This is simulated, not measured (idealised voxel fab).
process module | voxel self aligned contacts
cross-section cut | 200 nm wide | cells 5 nm
A cross-section is a grid of square cells, given in bands from the top down. A band is one or more rows of cells.
Each band's line starts with the height of the band's top and of its bottom, in nm. Then come its materials from left to right, each with its width in nm. One material with "throughout" fills the band from edge to edge. "air" is empty space.
Height 0 is the level under which the wafer as received is all one material. The lowest band goes on downwards, as in "0 down".
A width such as "30 to 40" changes by the same amount from each row of cells to the next, from the band's top row to its bottom row.
"no change" after a step means that no cell of the cross-section changed.
closed voids: empty space of 8 cells or more with no open way to the top, each as width x height at its distance from the left edge, in nm
after a step's settings: what the simulator itself notes on the step
overlay nm, on a step with a mask: how far to the right of its planned place the mask lay; to the left if negative
plan
1 op RECEIVE | material Si
2 op CONFORMAL_DEP | material SiO2 | thk nm 5
3 op DIRECTIONAL_DEP | material polySi | thk nm 30
4 op DIRECTIONAL_DEP | material SiN | thk nm 20
5 op DIRECTIONAL_DEP | material aC | thk nm 15
6 op PATTERN | tone cover | mask id GATE | material resist | width nm 35 | pitch nm 60 | thk nm 35 | overlay nm 0
7 op DIRECTIONAL_ETCH | etch materials aC | depth nm 15
8 op STRIP | etch materials resist
9 op DIRECTIONAL_ETCH | etch materials SiN | depth nm 20
10 op DIRECTIONAL_ETCH | etch materials polySi | depth nm 30
11 op STRIP | etch materials aC
12 op CONFORMAL_DEP | material SiN | thk nm 5
13 op DIRECTIONAL_ETCH | etch materials SiN | depth nm 5
14 op FILL_DEP | material SiO2 | thk nm 15
15 op CMP | height nm 60
16 op MASKED_ETCH | tone open | mask id CONTACT | width nm 45 | pitch nm 60 | etch materials SiO2 | depth nm 60 | overlay nm 0
17 op CONFORMAL_DEP | material TiN | thk nm 5
18 op FILL_DEP | material Ru | thk nm 10
19 op CMP | height nm 60
20 op CONFORMAL_DEP | material SiCN | thk nm 5
as received, after step 1
  0 down: Si throughout
  closed voids: none
first wafer at the end, as planned
  65 to 60: SiCN throughout
  60 to 55: SiO2 45 | TiN 20 | Ru 5 | TiN 20 | SiO2 15 | TiN 20 | Ru 5 | TiN 20 | SiO2 50
  55 to 35: SiO2 15 | SiN 45 | TiN 5 | Ru 5 | TiN 5 | SiN 45 | TiN 5 | Ru 5 | TiN 5 | SiN 45 | SiO2 20
  35 to 5: SiO2 15 | SiN 5 | polySi 35 | SiN 5 | TiN 5 | Ru 5 | TiN 5 | SiN 5 | polySi 35 | SiN 5 | TiN 5 | Ru 5 | TiN 5 | SiN 5 | polySi 35 | SiN 5 | SiO2 20
  5 to 0: SiO2 60 | TiN 15 | SiO2 45 | TiN 15 | SiO2 65
  0 down: Si throughout
  closed voids: none
second wafer at the end: like start, like plan, one mistake
  65 to 60: SiCN throughout
  60 to 55: SiO2 45 | TiN 25 | Ru 5 | TiN 15 | SiO2 15 | TiN 25 | Ru 5 | TiN 15 | SiO2 50
  55 to 35: SiO2 20 | SiN 45 | TiN 5 | Ru 5 | TiN 5 | SiN 45 | TiN 5 | Ru 5 | TiN 5 | SiN 45 | SiO2 15
  35 to 5: SiO2 20 | SiN 5 | polySi 35 | SiN 5 | TiN 5 | Ru 5 | TiN 5 | SiN 5 | polySi 35 | SiN 5 | TiN 5 | Ru 5 | TiN 5 | SiN 5 | polySi 35 | SiN 5 | SiO2 15
  5 to 0: SiO2 65 | TiN 15 | SiO2 45 | TiN 15 | SiO2 60
  0 down: Si throughout
  closed voids: none
what went wrong: step 6 ran as: op PATTERN | tone cover | mask id GATE | material resist | width nm 35 | pitch nm 60 | thk nm 35 | overlay nm 5
at the end the second wafer has, in cells: as many of each material as the first, in other places
